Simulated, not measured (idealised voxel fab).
Presented below is a process module, voxel wiring stack.
The figure presents cross-section cut, which has a width of 280 nm and is divided into square cells with an edge length of 5 nm.
Cross-section format: a grid of square cells, given as bands from top to bottom; each band is one or more rows of cells. Look at the band entry: it leads with the top's height and the bottom's height in nm. Then it lists the materials left to right, with a width in nm for each. The word "everywhere" on a single material says that material fills the band edge to edge. The word "blank" is empty space. We count height from 0. Below that, the starting wafer is all one material. The lowest band never ends at the bottom but goes on down; see "from 0 down" for how that is written. Read "30 to 40" as a graded width: first number on top, second number at the bottom, same change between each pair of neighbouring rows. Where the words "identical to before" appear for a step, the cross-section shows no cell changed by that step; every cell remained as before. Entry "Closed cavities" = empty spaces >= 8 cells with no open way to the top; each as width x height at distance, distance from left edge, all nm. Read whatever lies past the settings on a step's line as the simulator's own remark about the step. "overlay nm", when on a step's line for a step with a mask, measures how far to the right of its planned place the mask lay; a negative measure means to the left.

## Planned step list for the process
| 1 | RECEIVE with material Si |
| 2 | CONFORMAL_DEP with material SiO2, thk nm 10 |
| 3 | CONFORMAL_DEP with material SiCN, thk nm 5 |
| 4 | DIRECTIONAL_DEP with material lowk, thk nm 25 |
| 5 | DIRECTIONAL_DEP with material aC, thk nm 10 |
| 6 | PATTERN with tone open, mask id METAL_1, material resist, width nm 30, pitch nm 55, thk nm 30, overlay nm 0 |
| 7 | DIRECTIONAL_ETCH with etch materials aC, depth nm 10 |
| 8 | STRIP with etch materials resist |
| 9 | DIRECTIONAL_ETCH with etch materials lowk, depth nm 25 |
| 10 | DIRECTIONAL_ETCH with etch materials SiCN, depth nm 5 |
| 11 | STRIP with etch materials aC |
| 12 | CONFORMAL_DEP with material TiN, thk nm 5 |
| 13 | FILL_DEP with material Ru, thk nm 5 |
| 14 | CMP with height nm 40 |
| 15 | EPI with material Ru, thk nm 5 |
| 16 | FILL_DEP with material SiCN, thk nm 5 |
| 17 | DIRECTIONAL_DEP with material lowk, thk nm 15 |
| 18 | DIRECTIONAL_DEP with material aC, thk nm 15 |
| 19 | PATTERN with tone open, mask id PLUG_1, material resist, width nm 15, pitch nm 110, thk nm 35, overlay nm 0 |
| 20 | DIRECTIONAL_ETCH with etch materials aC, depth nm 15 |
| 21 | STRIP with etch materials resist |
| 22 | DIRECTIONAL_ETCH with etch materials lowk, depth nm 15 |
| 23 | DIRECTIONAL_ETCH with etch materials SiCN, depth nm 5 |
| 24 | STRIP with etch materials aC |
| 25 | EPI with material Ru, thk nm 10 |
| 26 | EPI with material Ru, thk nm 10 |
| 27 | DIRECTIONAL_DEP with material TiN, thk nm 5 |
| 28 | DIRECTIONAL_DEP with material W, thk nm 25 |
| 29 | DIRECTIONAL_DEP with material aC, thk nm 10 |
| 30 | PATTERN with tone cover, mask id METAL_2, material resist, width nm 30, pitch nm 55, thk nm 30, overlay nm 0 |
| 31 | DIRECTIONAL_ETCH with etch materials aC, depth nm 10 |
| 32 | STRIP with etch materials resist |
| 33 | DIRECTIONAL_ETCH with etch materials W, depth nm 25 |
| 34 | DIRECTIONAL_ETCH with etch materials TiN, depth nm 5 |
| 35 | STRIP with etch materials aC |
| 36 | CONFORMAL_DEP with material SiCN, thk nm 5 |
| 37 | FILL_DEP with material lowk, thk nm 5 |
| 38 | CMP with height nm 95 |
| 39 | CONFORMAL_DEP with material SiCN, thk nm 5 |
| 40 | DIRECTIONAL_DEP with material SiO2, thk nm 20 |
| 41 | MASKED_ETCH with tone open, mask id PLUG_2, width nm 15, pitch nm 55, etch materials SiO2, depth nm 20, overlay nm 0 |
| 42 | MASKED_ETCH with tone open, mask id PLUG_2, width nm 15, pitch nm 55, etch materials SiCN, depth nm 5, overlay nm 0 |
| 43 | EPI with material Ru, thk nm 10 |
| 44 | EPI with material Ru, thk nm 10 |
| 45 | EPI with material Ru, thk nm 5 |
| 46 | DIRECTIONAL_DEP with material TiN, thk nm 5 |
| 47 | DIRECTIONAL_DEP with material Ru, thk nm 25 |
| 48 | MASKED_ETCH with tone cover, mask id METAL_3, width nm 30, pitch nm 55, etch materials Ru, depth nm 25, overlay nm 0 |
| 49 | MASKED_ETCH with tone cover, mask id METAL_3, width nm 30, pitch nm 55, etch materials TiN, depth nm 5, overlay nm 0 |
| 50 | FILL_DEP with material lowk, thk nm 5 |
| 51 | CMP with height nm 150 |
| 52 | CONFORMAL_DEP with material SiN, thk nm 5 |

## Incoming wafer in cross-section (state: after step 1)
* from 0 down  Si everywhere
* Closed cavities: none

## First wafer of two, sectioned at end of module; run went per plan
* from 155 to 150  SiN everywhere
* from 150 to 125  lowk: 40; Ru: 30; lowk: 25; Ru: 30; lowk: 25; Ru: 30; lowk: 25; Ru: 30; lowk: 45
* from 125 to 120  lowk: 40; TiN: 30; lowk: 25; TiN: 30; lowk: 25; TiN: 30; lowk: 25; TiN: 30; lowk: 45
* from 120 to 100  SiO2: 40; Ru: 15; SiO2: 40; Ru: 15; SiO2: 40; Ru: 15; SiO2: 40; Ru: 15; SiO2: 60
* from 100 to 95  SiCN: 40; Ru: 15; SiCN: 40; Ru: 15; SiCN: 40; Ru: 15; SiCN: 40; Ru: 15; SiCN: 60
* from 95 to 70  lowk: 35; SiCN: 5; W: 30; SiCN: 5; lowk: 15; SiCN: 5; W: 30; SiCN: 5; lowk: 15; SiCN: 5; W: 30; SiCN: 5; lowk: 15; SiCN: 5; W: 30; SiCN: 5; lowk: 40
* from 70 to 65  SiCN: 40; TiN: 30; SiCN: 25; TiN: 30; SiCN: 25; TiN: 30; SiCN: 25; TiN: 30; SiCN: 45
* from 65 to 50  lowk: 40; Ru: 15; lowk: 95; Ru: 15; lowk: 115
* from 50 to 45  SiCN: 40; Ru: 15; SiCN: 95; Ru: 15; SiCN: 115
* from 45 to 40  SiCN: 35; Ru: 40; SiCN: 15; Ru: 40; SiCN: 15; Ru: 40; SiCN: 15; Ru: 40; SiCN: 40
* from 40 to 15  lowk: 40; TiN: 5; Ru: 20; TiN: 5; lowk: 25; TiN: 5; Ru: 20; TiN: 5; lowk: 25; TiN: 5; Ru: 20; TiN: 5; lowk: 25; TiN: 5; Ru: 20; TiN: 5; lowk: 45
* from 15 to 10  SiCN: 40; TiN: 30; SiCN: 25; TiN: 30; SiCN: 25; TiN: 30; SiCN: 25; TiN: 30; SiCN: 45
* from 10 to 0  SiO2 everywhere
* from 0 down  Si everywhere
* Closed cavities: none

## So this is wafer number two of the two, cut at the end of the module - it started where the first did and had the same plan, we just got one thing wrong running it
* from 155 to 150  SiN everywhere
* from 150 to 125  lowk: 55; Ru: 15; lowk: 25; Ru: 30; lowk: 40; Ru: 15; lowk: 25; Ru: 30; lowk: 45
* from 125 to 120  lowk: 40; Ru: 15; TiN: 15; lowk: 25; TiN: 30; lowk: 25; Ru: 15; TiN: 15; lowk: 25; TiN: 30; lowk: 45
* from 120 to 100  SiO2: 40; Ru: 15; SiO2: 40; Ru: 15; SiO2: 40; Ru: 15; SiO2: 40; Ru: 15; SiO2: 60
* from 100 to 95  SiCN: 40; TiN: 15; SiCN: 40; Ru: 15; SiCN: 40; TiN: 15; SiCN: 40; Ru: 15; SiCN: 60
* from 95 to 90  lowk: 35; SiCN: 20; W: 15; SiCN: 5; lowk: 15; SiCN: 5; W: 30; SiCN: 5; lowk: 15; SiCN: 20; W: 15; SiCN: 5; lowk: 15; SiCN: 5; W: 30; SiCN: 5; lowk: 40
* from 90 to 70  lowk: 35; SiCN: 5; W: 30; SiCN: 5; lowk: 15; SiCN: 5; W: 30; SiCN: 5; lowk: 15; SiCN: 5; W: 30; SiCN: 5; lowk: 15; SiCN: 5; W: 30; SiCN: 5; lowk: 40
* from 70 to 65  SiCN: 40; W: 15; TiN: 15; SiCN: 25; TiN: 30; SiCN: 25; W: 15; TiN: 15; SiCN: 25; TiN: 30; SiCN: 45
* from 65 to 60  lowk: 40; TiN: 15; lowk: 95; TiN: 15; lowk: 115
* from 60 to 50  lowk everywhere
* from 50 to 45  SiCN everywhere
* from 45 to 40  SiCN: 35; Ru: 40; SiCN: 15; Ru: 40; SiCN: 15; Ru: 40; SiCN: 15; Ru: 40; SiCN: 40
* from 40 to 15  lowk: 40; TiN: 5; Ru: 20; TiN: 5; lowk: 25; TiN: 5; Ru: 20; TiN: 5; lowk: 25; TiN: 5; Ru: 20; TiN: 5; lowk: 25; TiN: 5; Ru: 20; TiN: 5; lowk: 45
* from 15 to 10  SiCN: 40; TiN: 30; SiCN: 25; TiN: 30; SiCN: 25; TiN: 30; SiCN: 25; TiN: 30; SiCN: 45
* from 10 to 0  SiO2 everywhere
* from 0 down  Si everywhere
* Closed cavities: none
So what did we get wrong on this run? step 22 ran with different settings than intended, the actual operation and settings being DIRECTIONAL_ETCH with etch materials lowk, depth nm 5
Wrapping up, a cell-based count of both wafers puts the second over or under the first for these materials: 54 fewer of Ru | 12 more of SiCN | 42 more of lowk
